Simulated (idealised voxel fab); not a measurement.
process module | voxel ribs on slabs
cross-section cut | 295 nm wide | cells 5 nm
A cross-section is a grid of square cells, given in bands from the top down. A band is one or more rows of cells.
Each band's line starts with the height of the band's top and of its bottom, in nm. Then come its materials from left to right, each with its width in nm. One material with "throughout" fills the band from edge to edge. "air" is empty space.
Height 0 is the level under which the wafer as received is all one material. The lowest band goes on downwards, as in "0 down".
A width such as "30 to 40" changes by the same amount from each row of cells to the next, from the band's top row to its bottom row.
"no change" after a step means that no cell of the cross-section changed.
closed voids: empty space of 8 cells or more with no open way to the top, each as width x height at its distance from the left edge, in nm
after a step's settings: what the simulator itself notes on the step
overlay nm, on a step with a mask: how far to the right of its planned place the mask lay; to the left if negative
plan
1 op RECEIVE | material Si
2 op DIRECTIONAL_DEP | material SiO2 | thk nm 30
3 op DIRECTIONAL_DEP | material SiN | thk nm 15
4 op DIRECTIONAL_DEP | material aC | thk nm 10
5 op PATTERN | tone cover | mask id RIB | material resist | width nm 20 | thk nm 25 | overlay nm 0
6 op DIRECTIONAL_ETCH | etch materials aC | depth nm 10
7 op STRIP | etch materials resist
8 op DIRECTIONAL_ETCH | etch materials SiN | depth nm 5
9 op STRIP | etch materials aC
10 op PATTERN | tone cover | mask id SLAB | material resist | width nm 70 | thk nm 15 | overlay nm 0
11 op DIRECTIONAL_ETCH | etch materials SiN | depth nm 10
12 op STRIP | etch materials resist
13 op FILL_DEP | material SiO2 | thk nm 20
14 op CMP | height nm 55
15 op DIRECTIONAL_DEP | material TiN | thk nm 5
16 op PATTERN | tone cover | mask id HEATER | material resist | width nm 30 | thk nm 15 | overlay nm 0
17 op DIRECTIONAL_ETCH | etch materials TiN | depth nm 5
18 op STRIP | etch materials resist
19 op CONFORMAL_DEP | material SiN | thk nm 10
as received, after step 1
  0 down: Si throughout
  closed voids: none
a wafer at the end: this start, this plan, one mistake
  70 to 65: air 120 | SiN 50 | air 125
  65 to 60: SiN throughout
  60 to 55: SiN 130 | TiN 30 | SiN 135
  55 to 45: SiO2 110 | SiN 70 | SiO2 115
  45 to 30: SiN throughout
  30 to 0: SiO2 throughout
  0 down: Si throughout
  closed voids: none
what went wrong: step 3 was run twice
